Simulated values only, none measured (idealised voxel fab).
process module | voxel self aligned contacts
cross-section cut | 170 nm wide | cells 5 nm
A cross-section is a grid of square cells, given in bands from the top down. A band is one or more rows of cells.
Each band's line starts with the height of the band's top and of its bottom, in nm. Then come its materials from left to right, each with its width in nm. One material with "throughout" fills the band from edge to edge. "air" is empty space.
Height 0 is the level under which the wafer as received is all one material. The lowest band goes on downwards, as in "0 down".
A width such as "30 to 40" changes by the same amount from each row of cells to the next, from the band's top row to its bottom row.
"no change" after a step means that no cell of the cross-section changed.
closed voids: empty space of 8 cells or more with no open way to the top, each as width x height at its distance from the left edge, in nm
after a step's settings: what the simulator itself notes on the step
overlay nm, on a step with a mask: how far to the right of its planned place the mask lay; to the left if negative
plan
1 op RECEIVE | material Si
2 op CONFORMAL_DEP | material SiO2 | thk nm 5
3 op DIRECTIONAL_DEP | material polySi | thk nm 30
4 op DIRECTIONAL_DEP | material SiN | thk nm 15
5 op DIRECTIONAL_DEP | material aC | thk nm 10
6 op PATTERN | tone cover | mask id GATE | material resist | width nm 25 | pitch nm 55 | thk nm 30 | overlay nm 0
7 op DIRECTIONAL_ETCH | etch materials aC | depth nm 10
8 op STRIP | etch materials resist
9 op DIRECTIONAL_ETCH | etch materials SiN | depth nm 15
10 op DIRECTIONAL_ETCH | etch materials polySi | depth nm 30
11 op STRIP | etch materials aC
12 op CONFORMAL_DEP | material SiN | thk nm 5
13 op DIRECTIONAL_ETCH | etch materials SiN | depth nm 5
14 op FILL_DEP | material SiO2 | thk nm 20
15 op CMP | height nm 60
16 op MASKED_ETCH | tone open | mask id CONTACT | width nm 40 | pitch nm 55 | etch materials SiO2 | depth nm 60 | overlay nm 0
17 op CONFORMAL_DEP | material TiN | thk nm 5
18 op FILL_DEP | material W | thk nm 10
19 op CMP | height nm 60
20 op CONFORMAL_DEP | material SiCN | thk nm 5
as received, after step 1
  0 down: Si throughout
  closed voids: none
first wafer at the end, as planned
  65 to 60: SiCN throughout
  60 to 50: SiO2 35 | TiN 5 to 15 | W 30 to 10 | TiN 5 to 15 | SiO2 15 | TiN 5 to 15 | W 30 to 10 | TiN 5 to 15 | SiO2 40
  50 to 35: SiO2 10 | SiN 35 | TiN 5 | W 10 | TiN 5 | SiN 35 | TiN 5 | W 10 | TiN 5 | SiN 35 | SiO2 15
  35 to 5: SiO2 10 | SiN 5 | polySi 25 | SiN 5 | TiN 5 | W 10 | TiN 5 | SiN 5 | polySi 25 | SiN 5 | TiN 5 | W 10 | TiN 5 | SiN 5 | polySi 25 | SiN 5 | SiO2 15
  5 to 0: SiO2 45 | TiN 20 | SiO2 35 | TiN 20 | SiO2 50
  0 down: Si throughout
  closed voids: none
second wafer at the end: like start, like plan, one mistake
  65 to 60: SiCN throughout
  60 to 55: W 30 | TiN 5 | SiO2 40 | TiN 5 | W 5 | TiN 5 | SiO2 40 | TiN 5 | W 35
  55 to 50: W 5 | TiN 30 | SiO2 40 | TiN 15 | SiO2 40 | TiN 30 | W 10
  50 to 35: W 5 | TiN 5 | SiN 35 | SiO2 20 | SiN 35 | SiO2 20 | SiN 35 | TiN 5 | W 10
  35 to 5: W 5 | TiN 5 | SiN 5 | polySi 25 | SiN 5 | SiO2 20 | SiN 5 | polySi 25 | SiN 5 | SiO2 20 | SiN 5 | polySi 25 | SiN 5 | TiN 5 | W 10
  5 to 0: TiN 10 | SiO2 145 | TiN 15
  0 down: Si throughout
  closed voids: none
what went wrong: step 16 ran as: op MASKED_ETCH | tone cover | mask id CONTACT | width nm 40 | pitch nm 55 | etch materials SiO2 | depth nm 60 | overlay nm 0
at the end the second wafer has, in cells: 26 more of SiO2 | 18 fewer of TiN | 8 fewer of W
